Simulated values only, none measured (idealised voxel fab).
Process module name: voxel plated lines
We display cut, a cross-section 245 nm in width whose square cells are each 5 nm.
A cross-section in this document is a grid of square cells, and it is written down as bands, the top band listed before the ones below it; a band is made up of one or more rows of cells.
Band: top height; bottom height; in nm. Then, left to right: material with width in nm, for each material. "throughout": a single material spanning edge to edge. "empty": empty space.
Where do heights start? At 0: under that level the wafer as delivered is made of one material only. And the lowest band has no floor; it just carries on downward, as in "0..down".
A width given as "30->40" starts at the first number in the band's top row and ends at the second number in its bottom row, shifting by an equal amount at every step from row to row.
"nothing got changed" (step): cross-section cells unchanged, all of them.
Empty spaces without an open route to the top, at least 8 cells in extent, make up the entry "Closed void table"; each is given as width x height at distance, where the distance is measured from the left edge, and all are in nm.
Note: text after step settings on the step line = simulator remark on that step.
Steps that use a mask can have "overlay nm" on their line. It says how far the mask sat to the right of where it was meant to be. Negative means to the left.
### plan
1 RECEIVE | material Si
2 CONFORMAL_DEP | material SiN | thk nm 15
3 DIRECTIONAL_DEP | material TiN | thk nm 5
4 PATTERN | tone open | mask id LINES | material resist | width nm 15 | pitch nm 35 | thk nm 40 | overlay nm 0
5 EPI | material Ru | thk nm 5
6 EPI | material Ru | thk nm 5
7 EPI | material Ru | thk nm 5
8 STRIP | etch materials resist
9 DIRECTIONAL_ETCH | etch materials TiN | depth nm 5
10 CONFORMAL_DEP | material SiN | thk nm 10
### First wafer, two in total, run as planned
### Cross-section of the incoming wafer, state after step 1
	0..down  Si throughout
	Closed void table: none
### State of the wafer after step 2, shown in cross-section
	15..0  SiN throughout
	Rest of section, below 0: as before.
### State of the wafer after step 3, shown in cross-section
	20..15  TiN throughout
	Rest of section, below 15: as before.
### State of the wafer after step 4, shown in cross-section
	60..20  resist 80 nm / empty 15 nm / resist 20 nm / empty 15 nm / resist 20 nm / empty 15 nm / resist 80 nm
	Rest of section, below 20: as before.
### State of the wafer after step 5, shown in cross-section
	60..25  resist 80 nm / empty 15 nm / resist 20 nm / empty 15 nm / resist 20 nm / empty 15 nm / resist 80 nm
	25..20  resist 80 nm / Ru 15 nm / resist 20 nm / Ru 15 nm / resist 20 nm / Ru 15 nm / resist 80 nm
	Rest of section, below 20: as before.
### State of the wafer after step 6, shown in cross-section
	60..30  resist 80 nm / empty 15 nm / resist 20 nm / empty 15 nm / resist 20 nm / empty 15 nm / resist 80 nm
	30..20  resist 80 nm / Ru 15 nm / resist 20 nm / Ru 15 nm / resist 20 nm / Ru 15 nm / resist 80 nm
	Rest of section, below 20: as before.
### State of the wafer after step 7, shown in cross-section
	60..35  resist 80 nm / empty 15 nm / resist 20 nm / empty 15 nm / resist 20 nm / empty 15 nm / resist 80 nm
	35..20  resist 80 nm / Ru 15 nm / resist 20 nm / Ru 15 nm / resist 20 nm / Ru 15 nm / resist 80 nm
	Rest of section, below 20: as before.
### State of the wafer after step 8, shown in cross-section
	35..20  empty 80 nm / Ru 15 nm / empty 20 nm / Ru 15 nm / empty 20 nm / Ru 15 nm / empty 80 nm
	Rest of section, below 20: as before.
### State of the wafer after step 9, shown in cross-section
	35..20  empty 80 nm / Ru 15 nm / empty 20 nm / Ru 15 nm / empty 20 nm / Ru 15 nm / empty 80 nm
	20..15  empty 80 nm / TiN 15 nm / empty 20 nm / TiN 15 nm / empty 20 nm / TiN 15 nm / empty 80 nm
	Rest of section, below 15: as before.
### State of the wafer after step 10, shown in cross-section
	45..35  empty 70 nm / SiN 105 nm / empty 70 nm
	35..25  empty 70 nm / SiN 10 nm / Ru 15 nm / SiN 20 nm / Ru 15 nm / SiN 20 nm / Ru 15 nm / SiN 10 nm / empty 70 nm
	25..20  SiN 80 nm / Ru 15 nm / SiN 20 nm / Ru 15 nm / SiN 20 nm / Ru 15 nm / SiN 80 nm
	20..15  SiN 80 nm / TiN 15 nm / SiN 20 nm / TiN 15 nm / SiN 20 nm / TiN 15 nm / SiN 80 nm
	Rest of section, below 15: as before.
### Okay, second wafer. Nothing different at the start, nothing different in the plan, just one mistake somewhere in the running. As far as step 9, counting that step, it's the first wafer all over again
Cross-section of the second wafer when, according to plan, step 10 should have finished: nothing got changed
Here's what went sideways: not run: step 10 of the plan (skipped)
End of process, cell counts, second wafer against first, materials with more or fewer: SiN: 146 fewer
